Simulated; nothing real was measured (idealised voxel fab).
You're looking at the process module voxel trench capacitor.
Each square cell in cross-section cut measures 5 nm, and the section as a whole is 225 nm wide.
Just so we're on the same page, the cross-sections are grids of square cells, and they're listed out in bands top to bottom, each band one or more rows deep. For a band, the entry starts with two heights in nm, that of the top and then that of the bottom, and carries on with the band's materials in order from left to right, each alongside its width in nm; the word "all across" beside a single material means it fills the band edge to edge, and "empty" means empty space. For the purposes of this specification, 0 denotes the height below which the wafer in its as-received condition is composed wholly of one material, and the lowermost band, lacking a lower limit, extends downward without end, as expressed in "top 0, no bottom". Top row gets the first number, bottom row gets the second, and each row in between changes by the same step: that is how a band width like "30 to 40" works. The designation "no modifications", where it is given for a processing step, indicates that no cell of the cross-section was altered in the course of that step. "Enclosed voids" lists enclosed empty spaces (at least 8 cells, no open path upward to the top), each as width x height at distance from the left edge, in nm. Read whatever lies past the settings on a step's line as the simulator's own remark about the step. When a step includes a mask, the "overlay nm" setting on its line states how far to the right of its planned place that mask lay, and negative values state how far to the left.

# The steps planned for the process are as follows
step 1: RECEIVE: material Si
step 2: CONFORMAL_DEP: material SiN, thk nm 5
step 3: PATTERN: tone open, mask id TRENCH, material resist, width nm 25, pitch nm 45, thk nm 15, overlay nm 0
step 4: DIRECTIONAL_ETCH: etch materials SiN, depth nm 5
step 5: DIRECTIONAL_ETCH: etch materials Si, depth nm 40
step 6: STRIP: etch materials resist
step 7: CONFORMAL_DEP: material Al2O3, thk nm 5
step 8: FILL_DEP: material polySi, thk nm 5
step 9: CMP: height nm 5

# First out of two wafers; run went to plan

# Step 1 complete: cross-section of the wafer as received
  top 0, no bottom | Si all across
  Enclosed voids: none

# Wafer after step 2 (cross-section)
  top 5, bottom 0 | SiN all across
  Anything lower than 0 is untouched.

# Wafer after step 3 (cross-section)
  top 20, bottom 5 | 30 resist, then 25 empty, then 20 resist, then 25 empty, then 20 resist, then 25 empty, then 20 resist, then 25 empty, then 35 resist
  Anything lower than 5 is untouched.

# Wafer after step 4 (cross-section)
  top 20, bottom 5 | 30 resist, then 25 empty, then 20 resist, then 25 empty, then 20 resist, then 25 empty, then 20 resist, then 25 empty, then 35 resist
  top 5, bottom 0 | 30 SiN, then 25 empty, then 20 SiN, then 25 empty, then 20 SiN, then 25 empty, then 20 SiN, then 25 empty, then 35 SiN
  Anything lower than 0 is untouched.

# Wafer after step 5 (cross-section)
  top 20, bottom 5 | 30 resist, then 25 empty, then 20 resist, then 25 empty, then 20 resist, then 25 empty, then 20 resist, then 25 empty, then 35 resist
  top 5, bottom 0 | 30 SiN, then 25 empty, then 20 SiN, then 25 empty, then 20 SiN, then 25 empty, then 20 SiN, then 25 empty, then 35 SiN
  top 0, bottom -40 | 30 Si, then 25 empty, then 20 Si, then 25 empty, then 20 Si, then 25 empty, then 20 Si, then 25 empty, then 35 Si
  Anything lower than -40 is untouched.

# Wafer after step 6 (cross-section)
  top 5, bottom 0 | 30 SiN, then 25 empty, then 20 SiN, then 25 empty, then 20 SiN, then 25 empty, then 20 SiN, then 25 empty, then 35 SiN
  Anything lower than 0 is untouched.

# Wafer after step 7 (cross-section)
  top 10, bottom 5 | 35 Al2O3, then 15 empty, then 30 Al2O3, then 15 empty, then 30 Al2O3, then 15 empty, then 30 Al2O3, then 15 empty, then 40 Al2O3
  top 5, bottom 0 | 30 SiN, then 5 Al2O3, then 15 empty, then 5 Al2O3, then 20 SiN, then 5 Al2O3, then 15 empty, then 5 Al2O3, then 20 SiN, then 5 Al2O3, then 15 empty, then 5 Al2O3, then 20 SiN, then 5 Al2O3, then 15 empty, then 5 Al2O3, then 35 SiN
  top 0, bottom -35 | 30 Si, then 5 Al2O3, then 15 empty, then 5 Al2O3, then 20 Si, then 5 Al2O3, then 15 empty, then 5 Al2O3, then 20 Si, then 5 Al2O3, then 15 empty, then 5 Al2O3, then 20 Si, then 5 Al2O3, then 15 empty, then 5 Al2O3, then 35 Si
  top -35, bottom -40 | 30 Si, then 25 Al2O3, then 20 Si, then 25 Al2O3, then 20 Si, then 25 Al2O3, then 20 Si, then 25 Al2O3, then 35 Si
  Anything lower than -40 is untouched.

# Wafer after step 8 (cross-section)
  top 15, bottom 10 | polySi all across
  top 10, bottom 5 | 35 Al2O3, then 15 polySi, then 30 Al2O3, then 15 polySi, then 30 Al2O3, then 15 polySi, then 30 Al2O3, then 15 polySi, then 40 Al2O3
  top 5, bottom 0 | 30 SiN, then 5 Al2O3, then 15 polySi, then 5 Al2O3, then 20 SiN, then 5 Al2O3, then 15 polySi, then 5 Al2O3, then 20 SiN, then 5 Al2O3, then 15 polySi, then 5 Al2O3, then 20 SiN, then 5 Al2O3, then 15 polySi, then 5 Al2O3, then 35 SiN
  top 0, bottom -35 | 30 Si, then 5 Al2O3, then 15 polySi, then 5 Al2O3, then 20 Si, then 5 Al2O3, then 15 polySi, then 5 Al2O3, then 20 Si, then 5 Al2O3, then 15 polySi, then 5 Al2O3, then 20 Si, then 5 Al2O3, then 15 polySi, then 5 Al2O3, then 35 Si
  Anything lower than -35 is untouched.

# Wafer after step 9 (cross-section)
  top 5, bottom 0 | 30 SiN, then 5 Al2O3, then 15 polySi, then 5 Al2O3, then 20 SiN, then 5 Al2O3, then 15 polySi, then 5 Al2O3, then 20 SiN, then 5 Al2O3, then 15 polySi, then 5 Al2O3, then 20 SiN, then 5 Al2O3, then 15 polySi, then 5 Al2O3, then 35 SiN
  Anything lower than 0 is untouched.

# Wafer two of the pair: same origin, same plan, one error during the run; identical to wafer one up to and including step 4

# Second wafer, cut view, end of step 5 per plan
  top 20, bottom 5 | 30 resist, then 25 empty, then 20 resist, then 25 empty, then 20 resist, then 25 empty, then 20 resist, then 25 empty, then 35 resist
  top 5, bottom 0 | 30 SiN, then 25 empty, then 20 SiN, then 25 empty, then 20 SiN, then 25 empty, then 20 SiN, then 25 empty, then 35 SiN
  top 0, bottom -30 | 30 Si, then 25 empty, then 20 Si, then 25 empty, then 20 Si, then 25 empty, then 20 Si, then 25 empty, then 35 Si
  Anything lower than -30 is untouched.

# Second wafer, cut view, end of step 6 per plan
  top 5, bottom 0 | 30 SiN, then 25 empty, then 20 SiN, then 25 empty, then 20 SiN, then 25 empty, then 20 SiN, then 25 empty, then 35 SiN
  Anything lower than 0 is untouched.

# Second wafer, cut view, end of step 7 per plan
  top 10, bottom 5 | 35 Al2O3, then 15 empty, then 30 Al2O3, then 15 empty, then 30 Al2O3, then 15 empty, then 30 Al2O3, then 15 empty, then 40 Al2O3
  top 5, bottom 0 | 30 SiN, then 5 Al2O3, then 15 empty, then 5 Al2O3, then 20 SiN, then 5 Al2O3, then 15 empty, then 5 Al2O3, then 20 SiN, then 5 Al2O3, then 15 empty, then 5 Al2O3, then 20 SiN, then 5 Al2O3, then 15 empty, then 5 Al2O3, then 35 SiN
  top 0, bottom -25 | 30 Si, then 5 Al2O3, then 15 empty, then 5 Al2O3, then 20 Si, then 5 Al2O3, then 15 empty, then 5 Al2O3, then 20 Si, then 5 Al2O3, then 15 empty, then 5 Al2O3, then 20 Si, then 5 Al2O3, then 15 empty, then 5 Al2O3, then 35 Si
  top -25, bottom -30 | 30 Si, then 25 Al2O3, then 20 Si, then 25 Al2O3, then 20 Si, then 25 Al2O3, then 20 Si, then 25 Al2O3, then 35 Si
  Anything lower than -30 is untouched.

# Second wafer, cut view, end of step 8 per plan
  top 15, bottom 10 | polySi all across
  top 10, bottom 5 | 35 Al2O3, then 15 polySi, then 30 Al2O3, then 15 polySi, then 30 Al2O3, then 15 polySi, then 30 Al2O3, then 15 polySi, then 40 Al2O3
  top 5, bottom 0 | 30 SiN, then 5 Al2O3, then 15 polySi, then 5 Al2O3, then 20 SiN, then 5 Al2O3, then 15 polySi, then 5 Al2O3, then 20 SiN, then 5 Al2O3, then 15 polySi, then 5 Al2O3, then 20 SiN, then 5 Al2O3, then 15 polySi, then 5 Al2O3, then 35 SiN
  top 0, bottom -25 | 30 Si, then 5 Al2O3, then 15 polySi, then 5 Al2O3, then 20 Si, then 5 Al2O3, then 15 polySi, then 5 Al2O3, then 20 Si, then 5 Al2O3, then 15 polySi, then 5 Al2O3, then 20 Si, then 5 Al2O3, then 15 polySi, then 5 Al2O3, then 35 Si
  Anything lower than -25 is untouched.

# Second wafer, cut view, end of step 9 per plan
  top 5, bottom 0 | 30 SiN, then 5 Al2O3, then 15 polySi, then 5 Al2O3, then 20 SiN, then 5 Al2O3, then 15 polySi, then 5 Al2O3, then 20 SiN, then 5 Al2O3, then 15 polySi, then 5 Al2O3, then 20 SiN, then 5 Al2O3, then 15 polySi, then 5 Al2O3, then 35 SiN
  Anything lower than 0 is untouched.
What broke from the plan during processing? the process deviated at step 5: the operation and settings actually run there were DIRECTIONAL_ETCH: etch materials Si, depth nm 30
It is noted that, at the conclusion of processing, the second wafer exhibits a higher or lower cell count for certain materials relative to the first: Al2O3 -16, Si +40, polySi -24
